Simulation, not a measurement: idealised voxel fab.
process module | voxel fin reveal
cross-section cut | 285 nm wide | cells 5 nm
A cross-section is a grid of square cells, given in bands from the top down. A band is one or more rows of cells.
Each band's line starts with the height of the band's top and of its bottom, in nm. Then come its materials from left to right, each with its width in nm. One material with "throughout" fills the band from edge to edge. "air" is empty space.
Height 0 is the level under which the wafer as received is all one material. The lowest band goes on downwards, as in "0 down".
A width such as "30 to 40" changes by the same amount from each row of cells to the next, from the band's top row to its bottom row.
"no change" after a step means that no cell of the cross-section changed.
closed voids: empty space of 8 cells or more with no open way to the top, each as width x height at its distance from the left edge, in nm
after a step's settings: what the simulator itself notes on the step
overlay nm, on a step with a mask: how far to the right of its planned place the mask lay; to the left if negative
plan
1 op RECEIVE | material Si
2 op CONFORMAL_DEP | material SiN | thk nm 10
3 op MASKED_ETCH | tone cover | mask id FINS | width nm 15 | pitch nm 40 | etch materials SiN | depth nm 10 | overlay nm -15
4 op MASKED_ETCH | tone cover | mask id FINS | width nm 15 | pitch nm 40 | etch materials Si | depth nm 35 | overlay nm 0
5 op FILL_DEP | material SiO2 | thk nm 10
6 op CMP | height nm 10
7 op SELECTIVE_ETCH | etch materials SiO2 | depth nm 20
8 op STRIP | etch materials SiN
9 op CONFORMAL_DEP | material SiO2 | thk nm 5
varied across the wafers: overlay nm of step 3. The plan shows the first wafer's value. All wafers start alike
first wafer as received, after step 1
  0 down: Si throughout
  closed voids: none
first wafer at the end, after step 9
  5 to 0: air 75 | SiO2 120 | air 90
  0 to -5: air 75 | SiO2 5 | Si 30 | SiO2 10 | Si 30 | SiO2 10 | Si 30 | SiO2 5 | air 90
  -5 to -35: SiO2 80 | Si 30 | SiO2 10 | Si 30 | SiO2 10 | Si 30 | SiO2 95
  -35 down: Si throughout
  closed voids: none
last wafer at the end
  5 to 0: air 90 | SiO2 120 | air 75
  0 to -5: air 90 | SiO2 5 | Si 30 | SiO2 10 | Si 30 | SiO2 10 | Si 30 | SiO2 5 | air 75
  -5 to -35: SiO2 95 | Si 30 | SiO2 10 | Si 30 | SiO2 10 | Si 30 | SiO2 80
  -35 down: Si throughout
  closed voids: none
each wafer at the end: cells of each material gained (+) or lost (-) since it was received, then its closed voids
overlay nm -15 | -273 Si | +264 SiO2 | closed voids: none
overlay nm -10 | -294 Si | +279 SiO2 | closed voids: none
overlay nm -5 | -315 Si | +294 SiO2 | closed voids: none
overlay nm 0 | -336 Si | +309 SiO2 | closed voids: none
overlay nm 5 | -315 Si | +294 SiO2 | closed voids: none
overlay nm 10 | -294 Si | +279 SiO2 | closed voids: none
overlay nm 15 | -273 Si | +264 SiO2 | closed voids: none
